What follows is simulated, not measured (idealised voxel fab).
Presented below is a process module, voxel double patterning.
Square cell edge 5 nm, section width 275 nm, ID cut.
This document writes a cross-section as a grid whose cells are square, and gives it as bands, listed from the top down; one or more rows of cells form a band.
Band: top height; bottom height; in nm. Then, left to right: material with width in nm, for each material. "edge to edge": a single material spanning edge to edge. "air": empty space.
Heights are reckoned from 0. Under this level, the received wafer is all of one material. The bottommost band is open-ended downward, for example "from 0 down".
So if you see something like "30->40" for the width, read it as the top row of the band sitting at the first number and the bottom row at the second, with every row in between moving by the same amount as the last.
Where the words "nothing got changed" appear for a step, the cross-section shows no cell changed by that step; every cell remained as before.
So "Completely enclosed voids" is basically the list of trapped voids: any empty space of 8 cells or more that can't reach the top through an opening. They're written width x height at distance, the distance being from the left edge, and it's all nm.
Step line, after settings: the simulator's comment on this step.
Regarding "overlay nm": on a step with a mask, it is the distance the mask lay to the right of its planned place; a negative value places it to the left.
**The process steps that were planned are listed below**
1: RECEIVE (material Si)
2: CONFORMAL_DEP (material SiO2; thk nm 10)
3: DIRECTIONAL_DEP (material polySi; thk nm 15)
4: DIRECTIONAL_DEP (material SiCN; thk nm 5)
5: MASKED_ETCH (tone open; mask id FIRST; width nm 15; pitch nm 50; etch materials SiCN; depth nm 5; overlay nm 0)
6: DIRECTIONAL_DEP (material aC; thk nm 10)
7: PATTERN (tone open; mask id SECOND; material resist; width nm 15; pitch nm 50; thk nm 25; overlay nm 0)
8: DIRECTIONAL_ETCH (etch materials aC; depth nm 10)
9: STRIP (etch materials resist)
10: DIRECTIONAL_ETCH (etch materials SiCN; depth nm 5)
11: STRIP (etch materials aC)
12: DIRECTIONAL_ETCH (etch materials polySi; depth nm 15)
13: STRIP (etch materials SiCN)
**Incoming wafer in cross-section (state: after step 1)**
  from 0 down: Si edge to edge
  Completely enclosed voids: none
**Result of the module, cross-sectioned: start per above, plan per above, one error in how it was run**
  from 30 to 25: SiO2 edge to edge
  from 25 to 10: polySi edge to edge
  from 10 to 0: SiO2 edge to edge
  from 0 down: Si edge to edge
  Completely enclosed voids: none
What broke from the plan during processing? step 4 ran differently from the plan; actual operation with settings: DIRECTIONAL_DEP (material SiO2; thk nm 5)
